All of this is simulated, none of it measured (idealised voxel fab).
Presented below is a process module, voxel released beams.
Each square cell in cross-section cut measures 5 nm, and the section as a whole is 215 nm wide.
Reading order for cross-sections: top band down to bottom band. Underlying form: a grid of square cells. Band size: one or more rows of cells.
For a band, the entry starts with two heights in nm, that of the top and then that of the bottom, and carries on with the band's materials in order from left to right, each alongside its width in nm; the word "all across" beside a single material means it fills the band edge to edge, and "air" means empty space.
Zero point of the height axis is 0; under it, received wafer = one material. Lowest band: continues down indefinitely, "0 -> down".
Note: "30 to 40" means the width goes from the first number (top row of the band) to the second number (bottom row) in equal steps per row of cells.
Any step labelled "remains unaltered" changed none of the cells in the cross-section.
Entry "Closed void listing". Content: empty spaces with no open connection to the top, size 8 cells or greater. Each: width x height at distance. Distance: from left edge. Unit: nm.
On each step's line, the part that comes after the settings is the simulator's own comment on the step.
The line of a step may include "overlay nm". On a step with a mask, this value is how far to the right of its planned place the mask lay. A negative value means the mask lay to the left.
## The steps planned for the process are as follows
1,op RECEIVE | material Si
2,op CONFORMAL_DEP | material Al2O3 | thk nm 5
3,op DIRECTIONAL_DEP | material SiO2 | thk nm 15
4,op DIRECTIONAL_DEP | material aC | thk nm 15
5,op PATTERN | tone open | mask id ANCHOR | material resist | width nm 35 | thk nm 35 | overlay nm 0
6,op DIRECTIONAL_ETCH | etch materials aC | depth nm 15
7,op STRIP | etch materials resist
8,op DIRECTIONAL_ETCH | etch materials SiO2 | depth nm 15
9,op STRIP | etch materials aC
10,op CONFORMAL_DEP | material SiN | thk nm 15
11,op PATTERN | tone cover | mask id BEAM | material resist | width nm 95 | thk nm 15 | overlay nm 0
12,op DIRECTIONAL_ETCH | etch materials SiN | depth nm 15
13,op STRIP | etch materials resist
14,op STRIP | etch materials SiO2
## Wafer cross-section on receipt, i.e. after step 1
    0 -> down  Si all across
    Closed void listing: none
## Figure: cross-sectional view of the wafer upon completion of the module, processed from the initial state and according to the plan depicted above, with one error introduced during execution
    35 -> 20  air: 55 | SiN: 55 | air: 105
    20 -> 5  air: 45 | SiN: 15 | SiO2: 35 | SiN: 55 | air: 65
    5 -> 0  Al2O3 all across
    0 -> down  Si all across
    Closed void listing: none
Run error: step 5 ran with different settings than intended, the actual operation and settings being op PATTERN | tone cover | mask id ANCHOR | material resist | width nm 35 | thk nm 35 | overlay nm 0
